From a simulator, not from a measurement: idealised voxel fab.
A process module follows: voxel air gaps.
This is section cut - it's 270 nm across, gridded in 5 nm square cells.
Reading order for cross-sections: top band down to bottom band. Underlying form: a grid of square cells. Band size: one or more rows of cells.
Top height, bottom height, nm. Materials left to right, width each, nm. Single material + "everywhere" = fills band edge to edge. "empty" = empty.
Convention: height 0 is the level below which the wafer, as received, is all one material. The lowest band does not terminate at the bottom but continues downward, represented as "top 0, no bottom".
Per-row width for "30..40": begins at first number (top row of band), ends at second number (bottom row), increment between rows held constant.
Where the words "no change" appear for a step, the cross-section shows no cell changed by that step; every cell remained as before.
The list in "Enclosed cavity list" covers empty spaces of 8 cells or more that cannot reach the top through any open way, and it gives each as width x height at distance; the distance is from the left edge, and width, height and distance are in nm.
Note: text after step settings on the step line = simulator remark on that step.
Among the settings permitted on a step's line is "overlay nm"; applied to a step with a mask, it specifies the extent to which the mask lay to the right of its planned position, whereas a negative figure signifies a position to the left.
## Planned process steps
1 RECEIVE,material Si
2 CONFORMAL_DEP,material SiO2,thk nm 10
3 CONFORMAL_DEP,material SiN,thk nm 5
4 DIRECTIONAL_DEP,material lowk,thk nm 30
5 PATTERN,tone open,mask id LINES,material resist,width nm 20,pitch nm 45,thk nm 20,overlay nm 0
6 DIRECTIONAL_ETCH,etch materials lowk,depth nm 30
7 STRIP,etch materials resist
8 CONFORMAL_DEP,material TiN,thk nm 5
9 FILL_DEP,material Ru,thk nm 10
10 CMP,height nm 45
11 EPI,material Ru,thk nm 10
12 SELECTIVE_ETCH,etch materials lowk,depth nm 40
13 CONFORMAL_DEP,material SiCN,thk nm 5
## Cross-section: wafer on arrival = after step 1
* top 0, no bottom | Si everywhere
* Enclosed cavity list: none
## Cross-section, end of module. Start: as above. Plan: as above. Execution: one mistake
* top 60, bottom 55 | 65 nm empty, then 140 nm SiCN, then 65 nm empty
* top 55, bottom 45 | 65 nm empty, then 5 nm SiCN, then 40 nm Ru, then 5 nm SiCN, then 40 nm Ru, then 5 nm SiCN, then 40 nm Ru, then 5 nm SiCN, then 65 nm empty
* top 45, bottom 40 | 65 nm empty, then 15 nm SiCN, then 5 nm TiN, then 10 nm Ru, then 5 nm TiN, then 25 nm SiCN, then 5 nm TiN, then 10 nm Ru, then 5 nm TiN, then 25 nm SiCN, then 5 nm TiN, then 10 nm Ru, then 5 nm TiN, then 15 nm SiCN, then 65 nm empty
* top 40, bottom 20 | 75 nm empty, then 5 nm SiCN, then 5 nm TiN, then 10 nm Ru, then 5 nm TiN, then 5 nm SiCN, then 15 nm empty, then 5 nm SiCN, then 5 nm TiN, then 10 nm Ru, then 5 nm TiN, then 5 nm SiCN, then 15 nm empty, then 5 nm SiCN, then 5 nm TiN, then 10 nm Ru, then 5 nm TiN, then 5 nm SiCN, then 75 nm empty
* top 20, bottom 15 | 80 nm SiCN, then 20 nm TiN, then 25 nm SiCN, then 20 nm TiN, then 25 nm SiCN, then 20 nm TiN, then 80 nm SiCN
* top 15, bottom 10 | TiN everywhere
* top 10, bottom 0 | SiO2 everywhere
* top 0, no bottom | Si everywhere
* Enclosed cavity list: 15 x 20 at 105; 15 x 20 at 150
Diagnosis: rather than as planned, step 3 actually ran as CONFORMAL_DEP,material TiN,thk nm 5
